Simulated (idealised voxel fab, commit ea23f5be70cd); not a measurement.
Presented below is a process module, voxel transistor to metal.
150 nm wide, 5 nm square cells: that's cross-section cut.
If you're reading a cross-section in this doc, picture square cells in a grid; it comes to you as bands, top ones listed first down to the bottom, and a band can be one or more rows of cells.
Per band: top height and bottom height in nm, followed by the left-to-right materials and their widths in nm; "throughout" marks a single material spanning edge to edge, "air" marks empty space.
Height reference: 0 = level under which incoming wafer is all one material. Lowest band: no bottom, runs on downward, e.g. "top 0, no bottom".
Width "30->40": first value at the band's top row of cells, second value at its bottom row, equal change from row to row.
A step reported as "nothing changed" is a step in which no cell of the cross-section changed.
In "Completely sealed voids" the enclosed voids are listed, meaning empty spaces of 8 cells or larger without any opening to the top. The form is width x height at distance, distance from the left edge, units nm.
It should be noted that, on the line of a given step, the content following the step's settings is a remark produced by the simulator itself with respect to that step.
"overlay nm" on a masked step: distance the mask lay right of its planned place, negative for left.
THE PROCESS STEPS THAT WERE PLANNED ARE LISTED BELOW
1. RECEIVE with material Si
2. OXIDIZE with depth nm 5
3. CONFORMAL_DEP with material SiN, thk nm 15
4. DIRECTIONAL_DEP with material aC, thk nm 10
5. PATTERN with tone cover, mask id ACTIVE, material resist, width nm 105, thk nm 25, overlay nm 0
6. DIRECTIONAL_ETCH with etch materials aC, depth nm 10
7. STRIP with etch materials resist
8. DIRECTIONAL_ETCH with etch materials SiN, depth nm 15
9. DIRECTIONAL_ETCH with etch materials SiO2, depth nm 5
10. DIRECTIONAL_ETCH with etch materials Si, depth nm 30
11. STRIP with etch materials aC
12. FILL_DEP with material SiO2, thk nm 10
13. CMP with height nm 15
14. SELECTIVE_ETCH with etch materials SiO2, depth nm 15
15. STRIP with etch materials SiN
16. SELECTIVE_ETCH with etch materials SiO2, depth nm 5
17. OXIDIZE with depth nm 5
18. DIRECTIONAL_DEP with material polySi, thk nm 30
19. DIRECTIONAL_DEP with material SiCN, thk nm 15
20. DIRECTIONAL_DEP with material aC, thk nm 10
21. PATTERN with tone cover, mask id GATE, material resist, width nm 25, thk nm 25, overlay nm 0
22. DIRECTIONAL_ETCH with etch materials aC, depth nm 10
23. STRIP with etch materials resist
24. DIRECTIONAL_ETCH with etch materials SiCN, depth nm 25
25. DIRECTIONAL_ETCH with etch materials polySi, depth nm 40
26. STRIP with etch materials aC
27. CONFORMAL_DEP with material SiN, thk nm 10
28. DIRECTIONAL_ETCH with etch materials SiN, depth nm 10
29. DIRECTIONAL_ETCH with etch materials SiO2, depth nm 5
30. DIRECTIONAL_ETCH with etch materials Si, depth nm 10
31. EPI with material pSi, thk nm 10
32. FILL_DEP with material SiO2, thk nm 5
33. CMP with height nm 25
34. STRIP with etch materials polySi
35. SELECTIVE_ETCH with etch materials SiO2, depth nm 5
36. CONFORMAL_DEP with material HfO2, thk nm 5
37. CONFORMAL_DEP with material TiN, thk nm 5
38. FILL_DEP with material W, thk nm 5
39. CMP with height nm 20
40. DIRECTIONAL_DEP with material SiO2, thk nm 15
41. MASKED_ETCH with tone open, mask id CONTACT, width nm 20, pitch nm 75, etch materials SiO2, depth nm 45, overlay nm 0
42. CONFORMAL_DEP with material TiN, thk nm 5
43. FILL_DEP with material W, thk nm 5
44. CMP with height nm 35
45. DIRECTIONAL_DEP with material TiN, thk nm 5
46. DIRECTIONAL_DEP with material W, thk nm 20
47. MASKED_ETCH with tone cover, mask id METAL_1, width nm 20, pitch nm 75, etch materials W, depth nm 20, overlay nm 0
48. MASKED_ETCH with tone cover, mask id METAL_1, width nm 15, pitch nm 75, etch materials TiN, depth nm 5, overlay nm 0
49. CONFORMAL_DEP with material SiCN, thk nm 5
50. FILL_DEP with material SiO2, thk nm 5
51. CMP with height nm 60
52. CONFORMAL_DEP with material SiCN, thk nm 5
Keep in mind the plan's value for the width nm of step 48 comes from the first wafer; the wafers don't share that setting, but they do share the same starting point.
SO THIS IS THE FIRST OF SEVERAL WAFERS, CROSS-SECTIONED AS IT CAME TO US, MEANING IT'S AT THE END OF STEP 1
> top 0, no bottom | Si throughout
> Completely sealed voids: none
PER WAFER, END OF MODULE: CELLS GAINED (+) OR LOST (-) PER MATERIAL SINCE RECEIPT, THEN CLOSED VOIDS
width nm 15, +17 HfO2, -129 Si, +68 SiCN, +20 SiN, +259 SiO2, +59 TiN, +64 W, +32 pSi, Completely sealed voids: none
width nm 20, +17 HfO2, -129 Si, +68 SiCN, +20 SiN, +259 SiO2, +59 TiN, +64 W, +32 pSi, Completely sealed voids: none
width nm 25, +17 HfO2, -129 Si, +68 SiCN, +20 SiN, +257 SiO2, +61 TiN, +64 W, +32 pSi, Completely sealed voids: none
width nm 30, +17 HfO2, -129 Si, +68 SiCN, +20 SiN, +255 SiO2, +63 TiN, +64 W, +32 pSi, Completely sealed voids: none
width nm 35, +17 HfO2, -129 Si, +68 SiCN, +20 SiN, +253 SiO2, +65 TiN, +64 W, +32 pSi, Completely sealed voids: none
